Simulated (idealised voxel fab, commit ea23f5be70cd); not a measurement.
Herein follows the process module entitled voxel wiring stack.
Each square cell in cross-section cut measures 5 nm, and the section as a whole is 275 nm wide.
In this document a cross-section is written as a grid of square cells. It is given as a series of bands, listed from the top down, and a band is one or more rows of cells.
Band: top and bottom heights (nm) first, top before bottom; then materials from left to right, widths in nm. "throughout" marks a sole material filling the band edge to edge. "blank" denotes empty space.
Convention: height 0 is the level below which the wafer, as received, is all one material. The lowest band does not terminate at the bottom but continues downward, represented as "from 0 down".
So if you see something like "30->40" for the width, read it as the top row of the band sitting at the first number and the bottom row at the second, with every row in between moving by the same amount as the last.
Key: "nothing changed" - step with no changed cell in the cross-section.
What "Catalogued sealed voids" gives you is every empty space of 8 cells or more that is cut off from the top. Each appears as width x height at distance, with the distance taken from the left edge and width, height and distance all in nm.
Text after the settings on a step's line: the simulator's own remark on that step.
For masked steps, "overlay nm" on the step line gives how far right of plan the mask actually lay; a minus sign means it lay to the left.

The steps planned for the process are as follows:
| 1 | RECEIVE with material Si |
| 2 | CONFORMAL_DEP with material SiO2, thk nm 10 |
| 3 | DIRECTIONAL_DEP with material TiN, thk nm 5 |
| 4 | DIRECTIONAL_DEP with material W, thk nm 25 |
| 5 | PATTERN with tone cover, mask id METAL_1, material resist, width nm 20, pitch nm 35, thk nm 15, overlay nm 0 |
| 6 | DIRECTIONAL_ETCH with etch materials W, depth nm 25 |
| 7 | DIRECTIONAL_ETCH with etch materials TiN, depth nm 5 |
| 8 | STRIP with etch materials resist |
| 9 | FILL_DEP with material lowk, thk nm 5 |
| 10 | CMP with height nm 40 |
| 11 | CONFORMAL_DEP with material SiCN, thk nm 5 |
| 12 | DIRECTIONAL_DEP with material SiO2, thk nm 15 |
| 13 | PATTERN with tone open, mask id PLUG_1, material resist, width nm 15, pitch nm 70, thk nm 20, overlay nm 0 |
| 14 | DIRECTIONAL_ETCH with etch materials SiO2, depth nm 15 |
| 15 | DIRECTIONAL_ETCH with etch materials SiCN, depth nm 5 |
| 16 | STRIP with etch materials resist |
| 17 | EPI with material Ru, thk nm 10 |
| 18 | EPI with material Ru, thk nm 10 |
| 19 | DIRECTIONAL_DEP with material TiN, thk nm 5 |
| 20 | DIRECTIONAL_DEP with material W, thk nm 25 |
| 21 | DIRECTIONAL_DEP with material aC, thk nm 15 |
| 22 | PATTERN with tone cover, mask id METAL_2, material resist, width nm 20, pitch nm 35, thk nm 30, overlay nm 0 |
| 23 | DIRECTIONAL_ETCH with etch materials aC, depth nm 15 |
| 24 | STRIP with etch materials resist |
| 25 | DIRECTIONAL_ETCH with etch materials W, depth nm 25 |
| 26 | DIRECTIONAL_ETCH with etch materials TiN, depth nm 5 |
| 27 | STRIP with etch materials aC |
| 28 | FILL_DEP with material lowk, thk nm 5 |
| 29 | CMP with height nm 90 |
| 30 | CONFORMAL_DEP with material SiCN, thk nm 5 |
| 31 | DIRECTIONAL_DEP with material SiO2, thk nm 10 |
| 32 | DIRECTIONAL_DEP with material aC, thk nm 10 |
| 33 | PATTERN with tone open, mask id PLUG_2, material resist, width nm 15, pitch nm 70, thk nm 25, overlay nm 0 |
| 34 | DIRECTIONAL_ETCH with etch materials aC, depth nm 10 |
| 35 | STRIP with etch materials resist |
| 36 | DIRECTIONAL_ETCH with etch materials SiO2, depth nm 10 |
| 37 | DIRECTIONAL_ETCH with etch materials SiCN, depth nm 5 |
| 38 | STRIP with etch materials aC |
| 39 | CONFORMAL_DEP with material TiN, thk nm 5 |
| 40 | FILL_DEP with material Ru, thk nm 5 |
| 41 | CMP with height nm 105 |
| 42 | CONFORMAL_DEP with material SiN, thk nm 5 |
| 43 | DIRECTIONAL_DEP with material SiO2, thk nm 15 |
| 44 | PATTERN with tone open, mask id METAL_3, material resist, width nm 20, pitch nm 35, thk nm 20, overlay nm 0 |
| 45 | DIRECTIONAL_ETCH with etch materials SiO2, depth nm 15 |
| 46 | DIRECTIONAL_ETCH with etch materials SiN, depth nm 5 |
| 47 | STRIP with etch materials resist |
| 48 | CONFORMAL_DEP with material TiN, thk nm 5 |
| 49 | FILL_DEP with material Cu, thk nm 10 |
| 50 | CMP with height nm 125 |
| 51 | EPI with material Ru, thk nm 5 |
| 52 | FILL_DEP with material SiCN, thk nm 5 |

Account of the first of two wafers, which was processed as intended:

Here's what the wafer looked like in cross-section when it arrived - that's after step 1:
  from 0 down  Si throughout
  Catalogued sealed voids: none

Cross-section through the wafer, step 2 finished:
  from 10 to 0  SiO2 throughout
  Anything lower than 0 is untouched.

Cross-section through the wafer, step 3 finished:
  from 15 to 10  TiN throughout
  Anything lower than 10 is untouched.

Cross-section through the wafer, step 4 finished:
  from 40 to 15  W throughout
  Anything lower than 15 is untouched.

Cross-section through the wafer, step 5 finished:
  from 55 to 40  90 of blank; 20 of resist; 15 of blank; 20 of resist; 15 of blank; 20 of resist; 95 of blank
  Anything lower than 40 is untouched.

Cross-section through the wafer, step 6 finished:
  from 55 to 40  90 of blank; 20 of resist; 15 of blank; 20 of resist; 15 of blank; 20 of resist; 95 of blank
  from 40 to 15  90 of blank; 20 of W; 15 of blank; 20 of W; 15 of blank; 20 of W; 95 of blank
  Anything lower than 15 is untouched.

Cross-section through the wafer, step 7 finished:
  from 55 to 40  90 of blank; 20 of resist; 15 of blank; 20 of resist; 15 of blank; 20 of resist; 95 of blank
  from 40 to 15  90 of blank; 20 of W; 15 of blank; 20 of W; 15 of blank; 20 of W; 95 of blank
  from 15 to 10  90 of blank; 20 of TiN; 15 of blank; 20 of TiN; 15 of blank; 20 of TiN; 95 of blank
  Anything lower than 10 is untouched.

Cross-section through the wafer, step 8 finished:
  from 40 to 15  90 of blank; 20 of W; 15 of blank; 20 of W; 15 of blank; 20 of W; 95 of blank
  Anything lower than 15 is untouched.

Cross-section through the wafer, step 9 finished:
  from 45 to 40  lowk throughout
  from 40 to 15  90 of lowk; 20 of W; 15 of lowk; 20 of W; 15 of lowk; 20 of W; 95 of lowk
  from 15 to 10  90 of lowk; 20 of TiN; 15 of lowk; 20 of TiN; 15 of lowk; 20 of TiN; 95 of lowk
  Anything lower than 10 is untouched.

Cross-section through the wafer, step 10 finished:
  from 40 to 15  90 of lowk; 20 of W; 15 of lowk; 20 of W; 15 of lowk; 20 of W; 95 of lowk
  Anything lower than 15 is untouched.

Cross-section through the wafer, step 11 finished:
  from 45 to 40  SiCN throughout
  Anything lower than 40 is untouched.

Cross-section through the wafer, step 12 finished:
  from 60 to 45  SiO2 throughout
  Anything lower than 45 is untouched.

Cross-section through the wafer, step 13 finished:
  from 80 to 60  90 of resist; 15 of blank; 55 of resist; 15 of blank; 100 of resist
  Anything lower than 60 is untouched.

Cross-section through the wafer, step 14 finished:
  from 80 to 60  90 of resist; 15 of blank; 55 of resist; 15 of blank; 100 of resist
  from 60 to 45  90 of SiO2; 15 of blank; 55 of SiO2; 15 of blank; 100 of SiO2
  Anything lower than 45 is untouched.

Cross-section through the wafer, step 15 finished:
  from 80 to 60  90 of resist; 15 of blank; 55 of resist; 15 of blank; 100 of resist
  from 60 to 45  90 of SiO2; 15 of blank; 55 of SiO2; 15 of blank; 100 of SiO2
  from 45 to 40  90 of SiCN; 15 of blank; 55 of SiCN; 15 of blank; 100 of SiCN
  Anything lower than 40 is untouched.

Cross-section through the wafer, step 16 finished:
  from 60 to 45  90 of SiO2; 15 of blank; 55 of SiO2; 15 of blank; 100 of SiO2
  Anything lower than 45 is untouched.

Cross-section through the wafer, step 17 finished:
  from 60 to 50  90 of SiO2; 15 of blank; 55 of SiO2; 15 of blank; 100 of SiO2
  from 50 to 45  90 of SiO2; 15 of Ru; 55 of SiO2; 15 of Ru; 100 of SiO2
  from 45 to 40  90 of SiCN; 15 of Ru; 55 of SiCN; 15 of Ru; 100 of SiCN
  Anything lower than 40 is untouched.

Cross-section through the wafer, step 18 finished:
  from 60 to 45  90 of SiO2; 15 of Ru; 55 of SiO2; 15 of Ru; 100 of SiO2
  Anything lower than 45 is untouched.

Cross-section through the wafer, step 19 finished:
  from 65 to 60  TiN throughout
  Anything lower than 60 is untouched.

Cross-section through the wafer, step 20 finished:
  from 90 to 65  W throughout
  Anything lower than 65 is untouched.

Cross-section through the wafer, step 21 finished:
  from 105 to 90  aC throughout
  Anything lower than 90 is untouched.

Cross-section through the wafer, step 22 finished:
  from 135 to 105  90 of blank; 20 of resist; 15 of blank; 20 of resist; 15 of blank; 20 of resist; 95 of blank
  Anything lower than 105 is untouched.

Cross-section through the wafer, step 23 finished:
  from 120 to 105  90 of blank; 20 of resist; 15 of blank; 20 of resist; 15 of blank; 20 of resist; 95 of blank
  from 105 to 90  90 of blank; 20 of aC; 15 of blank; 20 of aC; 15 of blank; 20 of aC; 95 of blank
  Anything lower than 90 is untouched.

Cross-section through the wafer, step 24 finished:
  from 105 to 90  90 of blank; 20 of aC; 15 of blank; 20 of aC; 15 of blank; 20 of aC; 95 of blank
  Anything lower than 90 is untouched.

Cross-section through the wafer, step 25 finished:
  from 105 to 90  90 of blank; 20 of aC; 15 of blank; 20 of aC; 15 of blank; 20 of aC; 95 of blank
  from 90 to 65  90 of blank; 20 of W; 15 of blank; 20 of W; 15 of blank; 20 of W; 95 of blank
  Anything lower than 65 is untouched.

Cross-section through the wafer, step 26 finished:
  from 105 to 90  90 of blank; 20 of aC; 15 of blank; 20 of aC; 15 of blank; 20 of aC; 95 of blank
  from 90 to 65  90 of blank; 20 of W; 15 of blank; 20 of W; 15 of blank; 20 of W; 95 of blank
  from 65 to 60  90 of blank; 20 of TiN; 15 of blank; 20 of TiN; 15 of blank; 20 of TiN; 95 of blank
  Anything lower than 60 is untouched.

Cross-section through the wafer, step 27 finished:
  from 90 to 65  90 of blank; 20 of W; 15 of blank; 20 of W; 15 of blank; 20 of W; 95 of blank
  Anything lower than 65 is untouched.

Cross-section through the wafer, step 28 finished:
  from 95 to 90  lowk throughout
  from 90 to 65  90 of lowk; 20 of W; 15 of lowk; 20 of W; 15 of lowk; 20 of W; 95 of lowk
  from 65 to 60  90 of lowk; 20 of TiN; 15 of lowk; 20 of TiN; 15 of lowk; 20 of TiN; 95 of lowk
  Anything lower than 60 is untouched.

Cross-section through the wafer, step 29 finished:
  from 90 to 65  90 of lowk; 20 of W; 15 of lowk; 20 of W; 15 of lowk; 20 of W; 95 of lowk
  Anything lower than 65 is untouched.

Cross-section through the wafer, step 30 finished:
  from 95 to 90  SiCN throughout
  Anything lower than 90 is untouched.

Cross-section through the wafer, step 31 finished:
  from 105 to 95  SiO2 throughout
  Anything lower than 95 is untouched.

Cross-section through the wafer, step 32 finished:
  from 115 to 105  aC throughout
  Anything lower than 105 is untouched.

Cross-section through the wafer, step 33 finished:
  from 140 to 115  90 of resist; 15 of blank; 55 of resist; 15 of blank; 100 of resist
  Anything lower than 115 is untouched.

Cross-section through the wafer, step 34 finished:
  from 130 to 115  90 of resist; 15 of blank; 55 of resist; 15 of blank; 100 of resist
  from 115 to 105  90 of aC; 15 of blank; 55 of aC; 15 of blank; 100 of aC
  Anything lower than 105 is untouched.

Cross-section through the wafer, step 35 finished:
  from 115 to 105  90 of aC; 15 of blank; 55 of aC; 15 of blank; 100 of aC
  Anything lower than 105 is untouched.

Cross-section through the wafer, step 36 finished:
  from 115 to 105  90 of aC; 15 of blank; 55 of aC; 15 of blank; 100 of aC
  from 105 to 95  90 of SiO2; 15 of blank; 55 of SiO2; 15 of blank; 100 of SiO2
  Anything lower than 95 is untouched.

Cross-section through the wafer, step 37 finished:
  from 115 to 105  90 of aC; 15 of blank; 55 of aC; 15 of blank; 100 of aC
  from 105 to 95  90 of SiO2; 15 of blank; 55 of SiO2; 15 of blank; 100 of SiO2
  from 95 to 90  90 of SiCN; 15 of blank; 55 of SiCN; 15 of blank; 100 of SiCN
  Anything lower than 90 is untouched.

Cross-section through the wafer, step 38 finished:
  from 105 to 95  90 of SiO2; 15 of blank; 55 of SiO2; 15 of blank; 100 of SiO2
  Anything lower than 95 is untouched.

Cross-section through the wafer, step 39 finished:
  from 110 to 105  95 of TiN; 5 of blank; 65 of TiN; 5 of blank; 105 of TiN
  from 105 to 95  90 of SiO2; 5 of TiN; 5 of blank; 5 of TiN; 55 of SiO2; 5 of TiN; 5 of blank; 5 of TiN; 100 of SiO2
  from 95 to 90  90 of SiCN; 15 of TiN; 55 of SiCN; 15 of TiN; 100 of SiCN
  Anything lower than 90 is untouched.

Cross-section through the wafer, step 40 finished:
  from 115 to 110  Ru throughout
  from 110 to 105  95 of TiN; 5 of Ru; 65 of TiN; 5 of Ru; 105 of TiN
  from 105 to 95  90 of SiO2; 5 of TiN; 5 of Ru; 5 of TiN; 55 of SiO2; 5 of TiN; 5 of Ru; 5 of TiN; 100 of SiO2
  Anything lower than 95 is untouched.

Cross-section through the wafer, step 41 finished:
  from 105 to 95  90 of SiO2; 5 of TiN; 5 of Ru; 5 of TiN; 55 of SiO2; 5 of TiN; 5 of Ru; 5 of TiN; 100 of SiO2
  Anything lower than 95 is untouched.

Cross-section through the wafer, step 42 finished:
  from 110 to 105  SiN throughout
  Anything lower than 105 is untouched.

Cross-section through the wafer, step 43 finished:
  from 125 to 110  SiO2 throughout
  Anything lower than 110 is untouched.

Cross-section through the wafer, step 44 finished:
  from 145 to 125  90 of resist; 20 of blank; 15 of resist; 20 of blank; 15 of resist; 20 of blank; 95 of resist
  Anything lower than 125 is untouched.

Cross-section through the wafer, step 45 finished:
  from 145 to 125  90 of resist; 20 of blank; 15 of resist; 20 of blank; 15 of resist; 20 of blank; 95 of resist
  from 125 to 110  90 of SiO2; 20 of blank; 15 of SiO2; 20 of blank; 15 of SiO2; 20 of blank; 95 of SiO2
  Anything lower than 110 is untouched.

Cross-section through the wafer, step 46 finished:
  from 145 to 125  90 of resist; 20 of blank; 15 of resist; 20 of blank; 15 of resist; 20 of blank; 95 of resist
  from 125 to 110  90 of SiO2; 20 of blank; 15 of SiO2; 20 of blank; 15 of SiO2; 20 of blank; 95 of SiO2
  from 110 to 105  90 of SiN; 20 of blank; 15 of SiN; 20 of blank; 15 of SiN; 20 of blank; 95 of SiN
  Anything lower than 105 is untouched.

Cross-section through the wafer, step 47 finished:
  from 125 to 110  90 of SiO2; 20 of blank; 15 of SiO2; 20 of blank; 15 of SiO2; 20 of blank; 95 of SiO2
  Anything lower than 110 is untouched.

Cross-section through the wafer, step 48 finished:
  from 130 to 125  95 of TiN; 10 of blank; 25 of TiN; 10 of blank; 25 of TiN; 10 of blank; 100 of TiN
  from 125 to 110  90 of SiO2; 5 of TiN; 10 of blank; 5 of TiN; 15 of SiO2; 5 of TiN; 10 of blank; 5 of TiN; 15 of SiO2; 5 of TiN; 10 of blank; 5 of TiN; 95 of SiO2
  from 110 to 105  90 of SiN; 20 of TiN; 15 of SiN; 20 of TiN; 15 of SiN; 20 of TiN; 95 of SiN
  Anything lower than 105 is untouched.

Cross-section through the wafer, step 49 finished:
  from 140 to 130  Cu throughout
  from 130 to 125  95 of TiN; 10 of Cu; 25 of TiN; 10 of Cu; 25 of TiN; 10 of Cu; 100 of TiN
  from 125 to 110  90 of SiO2; 5 of TiN; 10 of Cu; 5 of TiN; 15 of SiO2; 5 of TiN; 10 of Cu; 5 of TiN; 15 of SiO2; 5 of TiN; 10 of Cu; 5 of TiN; 95 of SiO2
  Anything lower than 110 is untouched.

Cross-section through the wafer, step 50 finished:
  from 125 to 110  90 of SiO2; 5 of TiN; 10 of Cu; 5 of TiN; 15 of SiO2; 5 of TiN; 10 of Cu; 5 of TiN; 15 of SiO2; 5 of TiN; 10 of Cu; 5 of TiN; 95 of SiO2
  Anything lower than 110 is untouched.

Cross-section through the wafer, step 51 finished:
  from 130 to 125  85 of blank; 30 of Ru; 5 of blank; 30 of Ru; 5 of blank; 30 of Ru; 90 of blank
  Anything lower than 125 is untouched.

Cross-section through the wafer, step 52 finished:
  from 135 to 130  SiCN throughout
  from 130 to 125  85 of SiCN; 30 of Ru; 5 of SiCN; 30 of Ru; 5 of SiCN; 30 of Ru; 90 of SiCN
  Anything lower than 125 is untouched.

Wafer two of two - same starting point, same process plan, one mistake in execution; matches wafer one up to and including step 12:

Second wafer at the planned finish of step 13, seen in cross-section:
  from 80 to 60  90 of blank; 15 of resist; 55 of blank; 15 of resist; 100 of blank
  Anything lower than 60 is untouched.

Second wafer at the planned finish of step 14, seen in cross-section:
  from 80 to 60  90 of blank; 15 of resist; 55 of blank; 15 of resist; 100 of blank
  from 60 to 45  90 of blank; 15 of SiO2; 55 of blank; 15 of SiO2; 100 of blank
  Anything lower than 45 is untouched.

Second wafer at the planned finish of step 15, seen in cross-section:
  from 80 to 60  90 of blank; 15 of resist; 55 of blank; 15 of resist; 100 of blank
  from 60 to 45  90 of blank; 15 of SiO2; 55 of blank; 15 of SiO2; 100 of blank
  from 45 to 40  90 of blank; 15 of SiCN; 55 of blank; 15 of SiCN; 100 of blank
  Anything lower than 40 is untouched.

Second wafer at the planned finish of step 16, seen in cross-section:
  from 60 to 45  90 of blank; 15 of SiO2; 55 of blank; 15 of SiO2; 100 of blank
  Anything lower than 45 is untouched.

Second wafer at the planned finish of step 17, seen in cross-section:
  from 60 to 50  90 of blank; 15 of SiO2; 55 of blank; 15 of SiO2; 100 of blank
  from 50 to 45  90 of blank; 15 of SiO2; 50 of Ru; 5 of blank; 15 of SiO2; 15 of Ru; 85 of blank
  from 45 to 40  90 of blank; 15 of SiCN; 50 of Ru; 5 of blank; 15 of SiCN; 15 of Ru; 85 of blank
  Anything lower than 40 is untouched.

Second wafer at the planned finish of step 18, seen in cross-section:
  from 60 to 45  90 of blank; 15 of SiO2; 55 of Ru; 15 of SiO2; 25 of Ru; 75 of blank
  from 45 to 40  90 of blank; 15 of SiCN; 55 of Ru; 15 of SiCN; 25 of Ru; 75 of blank
  Anything lower than 40 is untouched.

Second wafer at the planned finish of step 19, seen in cross-section:
  from 65 to 60  90 of blank; 110 of TiN; 75 of blank
  from 60 to 45  90 of blank; 15 of SiO2; 55 of Ru; 15 of SiO2; 25 of Ru; 75 of blank
  from 45 to 40  90 of TiN; 15 of SiCN; 55 of Ru; 15 of SiCN; 25 of Ru; 75 of TiN
  Anything lower than 40 is untouched.

Second wafer at the planned finish of step 20, seen in cross-section:
  from 90 to 70  90 of blank; 110 of W; 75 of blank
  from 70 to 65  W throughout
  from 65 to 60  90 of W; 110 of TiN; 75 of W
  from 60 to 45  90 of W; 15 of SiO2; 55 of Ru; 15 of SiO2; 25 of Ru; 75 of W
  Anything lower than 45 is untouched.

Second wafer at the planned finish of step 21, seen in cross-section:
  from 105 to 90  90 of blank; 110 of aC; 75 of blank
  from 90 to 85  90 of blank; 110 of W; 75 of blank
  from 85 to 70  90 of aC; 110 of W; 75 of aC
  Anything lower than 70 is untouched.

Second wafer at the planned finish of step 22, seen in cross-section:
  from 135 to 105  90 of blank; 20 of resist; 15 of blank; 20 of resist; 15 of blank; 20 of resist; 95 of blank
  Anything lower than 105 is untouched.

Second wafer at the planned finish of step 23, seen in cross-section:
  from 120 to 105  90 of blank; 20 of resist; 15 of blank; 20 of resist; 15 of blank; 20 of resist; 95 of blank
  from 105 to 90  90 of blank; 20 of aC; 15 of blank; 20 of aC; 15 of blank; 20 of aC; 95 of blank
  from 90 to 70  90 of blank; 110 of W; 75 of blank
  Anything lower than 70 is untouched.

Second wafer at the planned finish of step 24, seen in cross-section:
  from 105 to 90  90 of blank; 20 of aC; 15 of blank; 20 of aC; 15 of blank; 20 of aC; 95 of blank
  Anything lower than 90 is untouched.

Second wafer at the planned finish of step 25, seen in cross-section:
  from 105 to 90  90 of blank; 20 of aC; 15 of blank; 20 of aC; 15 of blank; 20 of aC; 95 of blank
  from 90 to 65  90 of blank; 20 of W; 15 of blank; 20 of W; 15 of blank; 20 of W; 95 of blank
  from 65 to 60  90 of blank; 110 of TiN; 75 of blank
  from 60 to 45  90 of blank; 15 of SiO2; 55 of Ru; 15 of SiO2; 25 of Ru; 75 of blank
  Anything lower than 45 is untouched.

Second wafer at the planned finish of step 26, seen in cross-section:
  from 105 to 90  90 of blank; 20 of aC; 15 of blank; 20 of aC; 15 of blank; 20 of aC; 95 of blank
  from 90 to 65  90 of blank; 20 of W; 15 of blank; 20 of W; 15 of blank; 20 of W; 95 of blank
  from 65 to 60  90 of blank; 20 of TiN; 15 of blank; 20 of TiN; 15 of blank; 20 of TiN; 95 of blank
  from 60 to 45  90 of blank; 15 of SiO2; 55 of Ru; 15 of SiO2; 25 of Ru; 75 of blank
  from 45 to 40  90 of blank; 15 of SiCN; 55 of Ru; 15 of SiCN; 25 of Ru; 75 of blank
  Anything lower than 40 is untouched.

Second wafer at the planned finish of step 27, seen in cross-section:
  from 90 to 65  90 of blank; 20 of W; 15 of blank; 20 of W; 15 of blank; 20 of W; 95 of blank
  Anything lower than 65 is untouched.

Second wafer at the planned finish of step 28, seen in cross-section:
  from 95 to 90  lowk throughout
  from 90 to 65  90 of lowk; 20 of W; 15 of lowk; 20 of W; 15 of lowk; 20 of W; 95 of lowk
  from 65 to 60  90 of lowk; 20 of TiN; 15 of lowk; 20 of TiN; 15 of lowk; 20 of TiN; 95 of lowk
  from 60 to 45  90 of lowk; 15 of SiO2; 55 of Ru; 15 of SiO2; 25 of Ru; 75 of lowk
  from 45 to 40  90 of lowk; 15 of SiCN; 55 of Ru; 15 of SiCN; 25 of Ru; 75 of lowk
  Anything lower than 40 is untouched.

Second wafer at the planned finish of step 29, seen in cross-section:
  from 90 to 65  90 of lowk; 20 of W; 15 of lowk; 20 of W; 15 of lowk; 20 of W; 95 of lowk
  Anything lower than 65 is untouched.

Second wafer at the planned finish of step 30, seen in cross-section:
  from 95 to 90  SiCN throughout
  Anything lower than 90 is untouched.

Second wafer at the planned finish of step 31, seen in cross-section:
  from 105 to 95  SiO2 throughout
  Anything lower than 95 is untouched.

Second wafer at the planned finish of step 32, seen in cross-section:
  from 115 to 105  aC throughout
  Anything lower than 105 is untouched.

Second wafer at the planned finish of step 33, seen in cross-section:
  from 140 to 115  90 of resist; 15 of blank; 55 of resist; 15 of blank; 100 of resist
  Anything lower than 115 is untouched.

Second wafer at the planned finish of step 34, seen in cross-section:
  from 130 to 115  90 of resist; 15 of blank; 55 of resist; 15 of blank; 100 of resist
  from 115 to 105  90 of aC; 15 of blank; 55 of aC; 15 of blank; 100 of aC
  Anything lower than 105 is untouched.

Second wafer at the planned finish of step 35, seen in cross-section:
  from 115 to 105  90 of aC; 15 of blank; 55 of aC; 15 of blank; 100 of aC
  Anything lower than 105 is untouched.

Second wafer at the planned finish of step 36, seen in cross-section:
  from 115 to 105  90 of aC; 15 of blank; 55 of aC; 15 of blank; 100 of aC
  from 105 to 95  90 of SiO2; 15 of blank; 55 of SiO2; 15 of blank; 100 of SiO2
  Anything lower than 95 is untouched.

Second wafer at the planned finish of step 37, seen in cross-section:
  from 115 to 105  90 of aC; 15 of blank; 55 of aC; 15 of blank; 100 of aC
  from 105 to 95  90 of SiO2; 15 of blank; 55 of SiO2; 15 of blank; 100 of SiO2
  from 95 to 90  90 of SiCN; 15 of blank; 55 of SiCN; 15 of blank; 100 of SiCN
  Anything lower than 90 is untouched.

Second wafer at the planned finish of step 38, seen in cross-section:
  from 105 to 95  90 of SiO2; 15 of blank; 55 of SiO2; 15 of blank; 100 of SiO2
  Anything lower than 95 is untouched.

Second wafer at the planned finish of step 39, seen in cross-section:
  from 110 to 105  95 of TiN; 5 of blank; 65 of TiN; 5 of blank; 105 of TiN
  from 105 to 95  90 of SiO2; 5 of TiN; 5 of blank; 5 of TiN; 55 of SiO2; 5 of TiN; 5 of blank; 5 of TiN; 100 of SiO2
  from 95 to 90  90 of SiCN; 15 of TiN; 55 of SiCN; 15 of TiN; 100 of SiCN
  Anything lower than 90 is untouched.

Second wafer at the planned finish of step 40, seen in cross-section:
  from 115 to 110  Ru throughout
  from 110 to 105  95 of TiN; 5 of Ru; 65 of TiN; 5 of Ru; 105 of TiN
  from 105 to 95  90 of SiO2; 5 of TiN; 5 of Ru; 5 of TiN; 55 of SiO2; 5 of TiN; 5 of Ru; 5 of TiN; 100 of SiO2
  Anything lower than 95 is untouched.

Second wafer at the planned finish of step 41, seen in cross-section:
  from 105 to 95  90 of SiO2; 5 of TiN; 5 of Ru; 5 of TiN; 55 of SiO2; 5 of TiN; 5 of Ru; 5 of TiN; 100 of SiO2
  Anything lower than 95 is untouched.

Second wafer at the planned finish of step 42, seen in cross-section:
  from 110 to 105  SiN throughout
  Anything lower than 105 is untouched.

Second wafer at the planned finish of step 43, seen in cross-section:
  from 125 to 110  SiO2 throughout
  Anything lower than 110 is untouched.

Second wafer at the planned finish of step 44, seen in cross-section:
  from 145 to 125  90 of resist; 20 of blank; 15 of resist; 20 of blank; 15 of resist; 20 of blank; 95 of resist
  Anything lower than 125 is untouched.

Second wafer at the planned finish of step 45, seen in cross-section:
  from 145 to 125  90 of resist; 20 of blank; 15 of resist; 20 of blank; 15 of resist; 20 of blank; 95 of resist
  from 125 to 110  90 of SiO2; 20 of blank; 15 of SiO2; 20 of blank; 15 of SiO2; 20 of blank; 95 of SiO2
  Anything lower than 110 is untouched.

Second wafer at the planned finish of step 46, seen in cross-section:
  from 145 to 125  90 of resist; 20 of blank; 15 of resist; 20 of blank; 15 of resist; 20 of blank; 95 of resist
  from 125 to 110  90 of SiO2; 20 of blank; 15 of SiO2; 20 of blank; 15 of SiO2; 20 of blank; 95 of SiO2
  from 110 to 105  90 of SiN; 20 of blank; 15 of SiN; 20 of blank; 15 of SiN; 20 of blank; 95 of SiN
  Anything lower than 105 is untouched.

Second wafer at the planned finish of step 47, seen in cross-section:
  from 125 to 110  90 of SiO2; 20 of blank; 15 of SiO2; 20 of blank; 15 of SiO2; 20 of blank; 95 of SiO2
  Anything lower than 110 is untouched.

Second wafer at the planned finish of step 48, seen in cross-section:
  from 130 to 125  95 of TiN; 10 of blank; 25 of TiN; 10 of blank; 25 of TiN; 10 of blank; 100 of TiN
  from 125 to 110  90 of SiO2; 5 of TiN; 10 of blank; 5 of TiN; 15 of SiO2; 5 of TiN; 10 of blank; 5 of TiN; 15 of SiO2; 5 of TiN; 10 of blank; 5 of TiN; 95 of SiO2
  from 110 to 105  90 of SiN; 20 of TiN; 15 of SiN; 20 of TiN; 15 of SiN; 20 of TiN; 95 of SiN
  Anything lower than 105 is untouched.

Second wafer at the planned finish of step 49, seen in cross-section:
  from 140 to 130  Cu throughout
  from 130 to 125  95 of TiN; 10 of Cu; 25 of TiN; 10 of Cu; 25 of TiN; 10 of Cu; 100 of TiN
  from 125 to 110  90 of SiO2; 5 of TiN; 10 of Cu; 5 of TiN; 15 of SiO2; 5 of TiN; 10 of Cu; 5 of TiN; 15 of SiO2; 5 of TiN; 10 of Cu; 5 of TiN; 95 of SiO2
  Anything lower than 110 is untouched.

Second wafer at the planned finish of step 50, seen in cross-section:
  from 125 to 110  90 of SiO2; 5 of TiN; 10 of Cu; 5 of TiN; 15 of SiO2; 5 of TiN; 10 of Cu; 5 of TiN; 15 of SiO2; 5 of TiN; 10 of Cu; 5 of TiN; 95 of SiO2
  Anything lower than 110 is untouched.

Second wafer at the planned finish of step 51, seen in cross-section:
  from 130 to 125  85 of blank; 30 of Ru; 5 of blank; 30 of Ru; 5 of blank; 30 of Ru; 90 of blank
  Anything lower than 125 is untouched.

Second wafer at the planned finish of step 52, seen in cross-section:
  from 135 to 130  SiCN throughout
  from 130 to 125  85 of SiCN; 30 of Ru; 5 of SiCN; 30 of Ru; 5 of SiCN; 30 of Ru; 90 of SiCN
  Anything lower than 125 is untouched.
Plan not followed: planned and actual differ for step 13; actual: PATTERN with tone cover, mask id PLUG_1, material resist, width nm 15, pitch nm 70, thk nm 20, overlay nm 0
Count the cells at the end and the second wafer has more or fewer of some materials than the first: 40 more of Ru | 43 fewer of SiCN | 129 fewer of SiO2 | 132 more of lowk
